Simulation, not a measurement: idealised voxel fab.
The process module that follows is named voxel released beams.
We display cut, a cross-section 190 nm in width whose square cells are each 5 nm.
Think of the cross-section as a grid of square cells. We describe it in bands, top to bottom, and each band covers one or more rows of those cells.
Band: top and bottom heights (nm) first, top before bottom; then materials from left to right, widths in nm. "everywhere" marks a sole material filling the band edge to edge. "air" denotes empty space.
Beneath 0, the wafer as received is one material, and that level is where height counting begins. The lowest band goes on downward without a bottom; it is written like "0 down".
Graded width ("30->40"): value in top row of band = first number; value in bottom row = second number; row-to-row change constant.
"nothing changed" means the step left every cell of the cross-section as it was.
Under "Unvented voids" you'll find the enclosed gaps, the ones with no way out to the top, that are 8 cells or bigger; each reads width x height at distance, with distance counted from the left edge, everything in nm.
Anything after a step's settings on that line? It's the simulator's own note about the step.
For masked steps, "overlay nm" on the step line gives how far right of plan the mask actually lay; a minus sign means it lay to the left.
Listed below are the process steps as planned:
1 RECEIVE [material Si]
2 CONFORMAL_DEP [material SiN] [thk nm 5]
3 DIRECTIONAL_DEP [material SiO2] [thk nm 20]
4 PATTERN [tone open] [mask id ANCHOR] [material resist] [width nm 35] [thk nm 15] [overlay nm 0]
5 DIRECTIONAL_ETCH [etch materials SiO2] [depth nm 20]
6 STRIP [etch materials resist]
7 CONFORMAL_DEP [material W] [thk nm 10]
8 PATTERN [tone cover] [mask id BEAM] [material resist] [width nm 120] [thk nm 15] [overlay nm 0]
9 DIRECTIONAL_ETCH [etch materials W] [depth nm 10]
10 STRIP [etch materials resist]
11 STRIP [etch materials SiO2]
Cross-section, incoming material, after step 1:
  0 down: Si everywhere
  Unvented voids: none
Cross-section taken at module completion on the first of two wafers; processed per the plan:
  35 to 25: 30 air; 15 W; 15 air; 90 W; 40 air
  25 to 15: 35 air; 10 W; 15 air; 10 W; 120 air
  15 to 5: 35 air; 35 W; 120 air
  5 to 0: SiN everywhere
  0 down: Si everywhere
  Unvented voids: none
Cross-sectional image of the second wafer of the two following completion of the module. Starting state and process plan were the same as for the first wafer; one execution error occurred:
  30 to 25: 30 air; 10 W; 25 air; 85 W; 40 air
  25 to 10: 35 air; 5 W; 25 air; 5 W; 120 air
  10 to 5: 35 air; 35 W; 120 air
  5 to 0: SiN everywhere
  0 down: Si everywhere
  Unvented voids: none
Processing error: rather than as planned, step 7 actually ran as CONFORMAL_DEP [material W] [thk nm 5]
In the final state, the cell counts of the second wafer exceed or fall short of those of the first for the following materials: W -32
